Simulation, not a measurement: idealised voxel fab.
You're looking at the process module voxel air gaps.
The cross-section shown here is cut; it is 245 nm wide and divided into square cells measuring 5 nm on a side.
Cross-section format: a grid of square cells, given as bands from top to bottom; each band is one or more rows of cells.
Within each band entry, the heights of the top and of the bottom of the band appear first, in that order and in nm; the materials of the band then follow from left to right, each with its corresponding width in nm. The designation "full width" on a single material indicates that it fills the band from edge to edge; the designation "blank" indicates empty space.
Note: height 0 marks the level under which the wafer is uniformly one material as received. Lowest band unbounded below, written "0 nm and below".
Per-row width for "30..40": begins at first number (top row of band), ends at second number (bottom row), increment between rows held constant.
Where a step carries "nothing different", the cross-section came out of it unchanged, cell for cell.
For the entry "Trapped voids", the listed items are empty spaces with no open way to the top whose size is 8 cells or more; each item follows the pattern width x height at distance, where distance is from the left edge and all three are in nm.
That trailing text on a step's line, after the settings, is the simulator's own remark on the step.
You can add "overlay nm" to a step's line. For a step with a mask, it describes how far the mask lay to the right of its planned position, and a negative number describes a lay to the left.
Process steps (planned):
1) RECEIVE,material Si
2) CONFORMAL_DEP,material SiO2,thk nm 15
3) CONFORMAL_DEP,material SiN,thk nm 5
4) DIRECTIONAL_DEP,material lowk,thk nm 30
5) DIRECTIONAL_DEP,material aC,thk nm 15
6) PATTERN,tone open,mask id LINES,material resist,width nm 25,pitch nm 55,thk nm 30,overlay nm 0
7) DIRECTIONAL_ETCH,etch materials aC,depth nm 15
8) STRIP,etch materials resist
9) DIRECTIONAL_ETCH,etch materials lowk,depth nm 30
10) STRIP,etch materials aC
11) CONFORMAL_DEP,material TiN,thk nm 5
12) FILL_DEP,material W,thk nm 10
13) CMP,height nm 50
14) EPI,material Ru,thk nm 10
15) SELECTIVE_ETCH,etch materials lowk,depth nm 40
16) CONFORMAL_DEP,material SiN,thk nm 5
Shown in cross-section is the wafer as received, that is, as it stands after step 1:
    0 nm and below: Si full width
    Trapped voids: none
The cross-section shown corresponds to the wafer at the conclusion of the module. The initial structure and the process plan are those presented above; however, one mistake occurred in executing the plan:
    65 nm to 60 nm: blank=35 | SiN=165 | blank=45
    60 nm to 50 nm: blank=35 | SiN=5 | Ru=45 | SiN=10 | Ru=45 | SiN=10 | Ru=45 | SiN=5 | blank=45
    50 nm to 45 nm: blank=35 | SiN=15 | TiN=5 | W=15 | TiN=5 | SiN=30 | TiN=5 | W=15 | TiN=5 | SiN=30 | TiN=5 | W=15 | TiN=5 | SiN=15 | blank=45
    45 nm to 25 nm: blank=45 | SiN=5 | TiN=5 | W=15 | TiN=5 | SiN=5 | blank=20 | SiN=5 | TiN=5 | W=15 | TiN=5 | SiN=5 | blank=20 | SiN=5 | TiN=5 | W=15 | TiN=5 | SiN=5 | blank=55
    25 nm to 20 nm: SiN=50 | TiN=25 | SiN=30 | TiN=25 | SiN=30 | TiN=25 | SiN=60
    20 nm to 15 nm: SiN full width
    15 nm to 0 nm: SiO2 full width
    0 nm and below: Si full width
    Trapped voids: 20 x 20 at 80; 20 x 20 at 135
Diagnosis: step 6, actual vs plan mismatch, actual run PATTERN,tone open,mask id LINES,material resist,width nm 25,pitch nm 55,thk nm 30,overlay nm -5
